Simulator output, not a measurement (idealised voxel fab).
Name of the process module below: voxel plated lines
Cross-section cut: width 215 nm, square cells of 5 nm.
Format of a cross-section: grid, square cells. Given as bands. Order: top down. Band: one or more rows of cells.
Read a band's entry like this: the first values are the height of its top and the height of its bottom in nm, and what follows is the sequence of materials from left to right, each with its width in nm. Note that "empty" is empty space, and that a single material marked "full width" reaches across the band from edge to edge.
The reference from which all heights are counted is 0, the level beneath which the as-received wafer is entirely one material; the lowest band, having no lower bound, proceeds downward and is written after the example "0 and below".
Width: "30..40" (first number = top row, second number = bottom row, same change from row to row of cells).
Step note "left unchanged" = no cross-section cell changed.
Each empty space that has no open way to the top and spans at least 8 cells appears under "Closed void roster" as width x height at distance, the distance counted from the left edge, all in nm.
The remark found on a step's line after its settings is issued by the simulator itself and pertains to that step.
When a step includes a mask, the "overlay nm" setting on its line states how far to the right of its planned place that mask lay, and negative values state how far to the left.
# Process steps (planned)
1 RECEIVE: material Si
2 CONFORMAL_DEP: material SiO2, thk nm 15
3 DIRECTIONAL_DEP: material TiN, thk nm 5
4 PATTERN: tone open, mask id LINES, material resist, width nm 20, pitch nm 40, thk nm 40, overlay nm 0
5 EPI: material Ru, thk nm 10
6 EPI: material Ru, thk nm 5
7 EPI: material Ru, thk nm 5
8 STRIP: etch materials resist
9 DIRECTIONAL_ETCH: etch materials TiN, depth nm 5
10 CONFORMAL_DEP: material SiN, thk nm 10
# Shown in cross-section is the wafer as received, that is, as it stands after step 1
- 0 and below = Si full width
- Closed void roster: none
# Here's the cross-section of the first of our two wafers at the end of the module - it ran as planned
- 50 down to 40 = empty: 45  SiN: 120  empty: 50
- 40 down to 25 = empty: 45  SiN: 10  Ru: 20  SiN: 20  Ru: 20  SiN: 20  Ru: 20  SiN: 10  empty: 50
- 25 down to 20 = SiN: 55  Ru: 20  SiN: 20  Ru: 20  SiN: 20  Ru: 20  SiN: 60
- 20 down to 15 = SiN: 55  TiN: 20  SiN: 20  TiN: 20  SiN: 20  TiN: 20  SiN: 60
- 15 down to 0 = SiO2 full width
- 0 and below = Si full width
- Closed void roster: none
# Cross-sectional image of the second wafer of the two following completion of the module. Starting state and process plan were the same as for the first wafer; one execution error occurred
- 50 down to 40 = empty: 50  SiN: 35  empty: 5  SiN: 35  empty: 5  SiN: 35  empty: 50
- 40 down to 25 = empty: 50  SiN: 10  Ru: 15  SiN: 10  empty: 5  SiN: 10  Ru: 15  SiN: 10  empty: 5  SiN: 10  Ru: 15  SiN: 10  empty: 50
- 25 down to 20 = SiN: 60  Ru: 15  SiN: 25  Ru: 15  SiN: 25  Ru: 15  SiN: 60
- 20 down to 15 = SiN: 60  TiN: 15  SiN: 25  TiN: 15  SiN: 25  TiN: 15  SiN: 60
- 15 down to 0 = SiO2 full width
- 0 and below = Si full width
- Closed void roster: none
Heads up, the wafer didn't run the way we planned it: step 4 was not run as planned; what actually ran was PATTERN: tone open, mask id LINES, material resist, width nm 15, pitch nm 40, thk nm 40, overlay nm 0
Once processing is complete, comparing cell counts shows that the second wafer has more or fewer of certain materials than the first: -12 Ru, -3 TiN
